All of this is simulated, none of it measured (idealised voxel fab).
Herein follows the process module entitled voxel released beams.
Cross-section cut spans 220 nm and uses square cells 5 nm in size.
In this document a cross-section is written as a grid of square cells. It is given as a series of bands, listed from the top down, and a band is one or more rows of cells. Basically the band line says how high the top is and how high the bottom is, in nm, and then what's in it from left to right, every material with its width in nm. Empty space shows up as "empty", and if a single material carries "edge to edge" it runs the full band edge to edge. For the purposes of this specification, 0 denotes the height below which the wafer in its as-received condition is composed wholly of one material, and the lowermost band, lacking a lower limit, extends downward without end, as expressed in "0 nm and below". With a width like "30->40", each row of cells in the band differs from the next by the same amount, the top row carrying the first number and the bottom row the second. Basically "nothing different" means that step didn't change any cell in the cross-section. The entry "Cavities, sealed" lists the empty spaces that cover at least 8 cells and have no open path to the top. Each is written as width x height at distance, where the distance is measured from the left edge and all three values are in nm. Post-settings text on a step line: simulator's own remark regarding the step. overlay nm: step with mask; distance mask lay right of planned place; negative value = left of planned place.

List of planned process steps:
- 1: RECEIVE [material Si]
- 2: CONFORMAL_DEP [material SiN] [thk nm 5]
- 3: DIRECTIONAL_DEP [material SiO2] [thk nm 10]
- 4: MASKED_ETCH [tone open] [mask id ANCHOR] [width nm 35] [etch materials SiO2] [depth nm 10] [overlay nm 0]
- 5: CONFORMAL_DEP [material W] [thk nm 10]
- 6: MASKED_ETCH [tone cover] [mask id BEAM] [width nm 110] [etch materials W] [depth nm 10] [overlay nm 0]
- 7: STRIP [etch materials SiO2]
The plan shows the width nm of step 6 as the first wafer had it; this setting differs between the wafers, which start out alike.

As received, i.e. after step 1: cross-section through the first of several wafers:
* 0 nm and below | Si edge to edge
* Cavities, sealed: none

The table below has one row for each wafer; a row shows, as of the end of the module, how many cells of each material the wafer has gained, marked (+), or lost, marked (-), since it was received, and then the wafer's closed voids:
width nm 110; +44 SiN; +52 W; Cavities, sealed: none
width nm 115; +44 SiN; +54 W; Cavities, sealed: none
width nm 120; +44 SiN; +56 W; Cavities, sealed: none
width nm 125; +44 SiN; +58 W; Cavities, sealed: none
width nm 130; +44 SiN; +60 W; Cavities, sealed: none
width nm 135; +44 SiN; +62 W; Cavities, sealed: none
